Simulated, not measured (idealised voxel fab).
This is a process module. Its name is voxel quadruple lines.
We display cut, a cross-section 215 nm in width whose square cells are each 5 nm.
Cross-section format: a grid of square cells, given as bands from top to bottom; each band is one or more rows of cells.
Each band's line starts with the height of the band's top and of its bottom, in nm. Then come its materials from left to right, each with its width in nm. One material with "everywhere" fills the band from edge to edge. "air" is empty space.
Counting heights begins at 0, where everything beneath is, in the wafer as received, one material. The lowest band has no bottom; it goes on downwards, as "0 -> down" shows.
A width such as "30 to 40" changes by the same amount from each row of cells to the next, from the band's top row to its bottom row.
Take "nothing changed" at face value: in the step it is given for, the cross-section changed in none of its cells.
Entry "Enclosed void inventory". Content: empty spaces with no open connection to the top, size 8 cells or greater. Each: width x height at distance. Distance: from left edge. Unit: nm.
Text after the settings on a step's line: the simulator's own remark on that step.
The "overlay nm" setting may appear on a step's line; for a step that uses a mask, it gives how far to the right of its planned position the mask lay, and a negative value indicates the left.

# This section lists the process steps that were planned
1,RECEIVE (material Si)
2,CONFORMAL_DEP (material SiO2; thk nm 10)
3,DIRECTIONAL_DEP (material Ru; thk nm 15)
4,DIRECTIONAL_DEP (material polySi; thk nm 15)
5,DIRECTIONAL_DEP (material aC; thk nm 25)
6,PATTERN (tone cover; mask id MANDREL; material resist; width nm 20; pitch nm 60; thk nm 35; overlay nm 0)
7,DIRECTIONAL_ETCH (etch materials aC; depth nm 25)
8,STRIP (etch materials resist)
9,CONFORMAL_DEP (material SiO2; thk nm 10)
10,DIRECTIONAL_ETCH (etch materials SiO2; depth nm 10)
11,STRIP (etch materials aC)
12,DIRECTIONAL_ETCH (etch materials polySi; depth nm 15)
13,STRIP (etch materials SiO2)
14,CONFORMAL_DEP (material SiCN; thk nm 5)
15,DIRECTIONAL_ETCH (etch materials SiCN; depth nm 5)
16,STRIP (etch materials polySi)
17,DIRECTIONAL_ETCH (etch materials Ru; depth nm 15)
18,STRIP (etch materials SiCN)
19,FILL_DEP (material lowk; thk nm 10)
20,CMP (height nm 25)

# Wafer as received: cross-section following step 1
  0 -> down  Si everywhere
  Enclosed void inventory: none

# Cross-sectional image of the first of two wafers at the end of the module, the run having proceeded as planned
  25 -> 10  lowk: 50, Ru: 5, lowk: 10, Ru: 5, lowk: 10, Ru: 5, lowk: 10, Ru: 5, lowk: 10, Ru: 5, lowk: 10, Ru: 5, lowk: 10, Ru: 5, lowk: 10, Ru: 5, lowk: 55
  10 -> 0  SiO2 everywhere
  0 -> down  Si everywhere
  Enclosed void inventory: none

# What the second wafer looks like in cross-section once the module is done. Its start and its plan matched the first wafer's exactly; what differed was one mistake in how it was run
  15 -> 10  lowk: 50, Ru: 5, lowk: 10, Ru: 5, lowk: 10, Ru: 5, lowk: 10, Ru: 5, lowk: 10, Ru: 5, lowk: 10, Ru: 5, lowk: 10, Ru: 5, lowk: 10, Ru: 5, lowk: 55
  10 -> 0  SiO2 everywhere
  0 -> down  Si everywhere
  Enclosed void inventory: none
Short version of what went wrong: contrary to plan, step 20 was performed as CMP (height nm 15)
Cell-count delta at end, second wafer over first, by material: Ru: 16 fewer | lowk: 70 fewer
